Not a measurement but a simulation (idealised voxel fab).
process module | voxel ribs on slabs
cross-section cut | 270 nm wide | cells 5 nm
A cross-section is a grid of square cells, given in bands from the top down. A band is one or more rows of cells.
Each band's line starts with the height of the band's top and of its bottom, in nm. Then come its materials from left to right, each with its width in nm. One material with "throughout" fills the band from edge to edge. "air" is empty space.
Height 0 is the level under which the wafer as received is all one material. The lowest band goes on downwards, as in "0 down".
A width such as "30 to 40" changes by the same amount from each row of cells to the next, from the band's top row to its bottom row.
"no change" after a step means that no cell of the cross-section changed.
closed voids: empty space of 8 cells or more with no open way to the top, each as width x height at its distance from the left edge, in nm
after a step's settings: what the simulator itself notes on the step
overlay nm, on a step with a mask: how far to the right of its planned place the mask lay; to the left if negative
plan
1 op RECEIVE | material Si
2 op DIRECTIONAL_DEP | material SiO2 | thk nm 25
3 op DIRECTIONAL_DEP | material SiN | thk nm 20
4 op PATTERN | tone cover | mask id RIB | material resist | width nm 30 | thk nm 15 | overlay nm 0
5 op DIRECTIONAL_ETCH | etch materials SiN | depth nm 15
6 op STRIP | etch materials resist
7 op MASKED_ETCH | tone cover | mask id SLAB | width nm 80 | etch materials SiN | depth nm 5 | overlay nm 0
8 op FILL_DEP | material SiO2 | thk nm 25
9 op CMP | height nm 65
10 op DIRECTIONAL_DEP | material TiN | thk nm 5
11 op DIRECTIONAL_DEP | material aC | thk nm 15
12 op PATTERN | tone cover | mask id HEATER | material resist | width nm 40 | thk nm 35 | overlay nm 0
13 op DIRECTIONAL_ETCH | etch materials aC | depth nm 15
14 op STRIP | etch materials resist
15 op DIRECTIONAL_ETCH | etch materials TiN | depth nm 5
16 op STRIP | etch materials aC
17 op CONFORMAL_DEP | material SiO2 | thk nm 10
as received, after step 1
  0 down: Si throughout
  closed voids: none
a wafer at the end: this start, this plan, one mistake
  80 to 75: air 105 | SiO2 60 | air 105
  75 to 70: SiO2 throughout
  70 to 65: SiO2 115 | TiN 40 | SiO2 115
  65 to 45: SiO2 throughout
  45 to 25: aC throughout
  25 to 0: SiO2 throughout
  0 down: Si throughout
  closed voids: none
what went wrong: step 3 ran as: op DIRECTIONAL_DEP | material aC | thk nm 20
